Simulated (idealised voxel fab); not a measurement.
process module | voxel self aligned vias
cross-section cut | 235 nm wide | cells 5 nm
A cross-section is a grid of square cells, given in bands from the top down. A band is one or more rows of cells.
Each band's line starts with the height of the band's top and of its bottom, in nm. Then come its materials from left to right, each with its width in nm. One material with "throughout" fills the band from edge to edge. "air" is empty space.
Height 0 is the level under which the wafer as received is all one material. The lowest band goes on downwards, as in "0 down".
A width such as "30 to 40" changes by the same amount from each row of cells to the next, from the band's top row to its bottom row.
"no change" after a step means that no cell of the cross-section changed.
closed voids: empty space of 8 cells or more with no open way to the top, each as width x height at its distance from the left edge, in nm
after a step's settings: what the simulator itself notes on the step
overlay nm, on a step with a mask: how far to the right of its planned place the mask lay; to the left if negative
plan
1 op RECEIVE | material Si
2 op CONFORMAL_DEP | material SiO2 | thk nm 10
3 op CONFORMAL_DEP | material SiCN | thk nm 5
4 op DIRECTIONAL_DEP | material lowk | thk nm 20
5 op PATTERN | tone open | mask id LINES | material resist | width nm 20 | pitch nm 60 | thk nm 20 | overlay nm 0
6 op DIRECTIONAL_ETCH | etch materials lowk | depth nm 20
7 op STRIP | etch materials resist
8 op CONFORMAL_DEP | material TiN | thk nm 5
9 op FILL_DEP | material W | thk nm 5
10 op CMP | height nm 35
11 op SELECTIVE_ETCH | etch materials W Ru TiN | depth nm 10
12 op FILL_DEP | material SiN | thk nm 10
13 op CMP | height nm 35
14 op DIRECTIONAL_DEP | material lowk | thk nm 15
15 op PATTERN | tone open | mask id VIAS | material resist | width nm 40 | pitch nm 60 | thk nm 20 | overlay nm 0
16 op DIRECTIONAL_ETCH | etch materials lowk | depth nm 15
17 op DIRECTIONAL_ETCH | etch materials SiN | depth nm 10
18 op STRIP | etch materials resist
19 op CONFORMAL_DEP | material TiN | thk nm 5
20 op FILL_DEP | material W | thk nm 5
21 op CMP | height nm 50
22 op CONFORMAL_DEP | material SiCN | thk nm 5
as received, after step 1
  0 down: Si throughout
  closed voids: none
a wafer at the end: this start, this plan, one mistake
  55 to 50: SiCN throughout
  50 to 35: lowk 35 | TiN 5 | W 30 | TiN 5 | lowk 20 | TiN 5 | W 30 | TiN 5 | lowk 20 | TiN 5 | W 30 | TiN 5 | lowk 40
  35 to 30: SiN 35 | TiN 15 | W 10 | TiN 15 | SiN 20 | TiN 15 | W 10 | TiN 15 | SiN 20 | TiN 15 | W 10 | TiN 15 | SiN 40
  30 to 25: lowk 45 | TiN 20 | lowk 40 | TiN 20 | lowk 40 | TiN 20 | lowk 50
  25 to 15: lowk 45 | TiN 5 | W 10 | TiN 5 | lowk 40 | TiN 5 | W 10 | TiN 5 | lowk 40 | TiN 5 | W 10 | TiN 5 | lowk 50
  15 to 10: lowk 45 | TiN 20 | lowk 40 | TiN 20 | lowk 40 | TiN 20 | lowk 50
  10 to 0: SiO2 throughout
  0 down: Si throughout
  closed voids: none
what went wrong: step 3 was left out
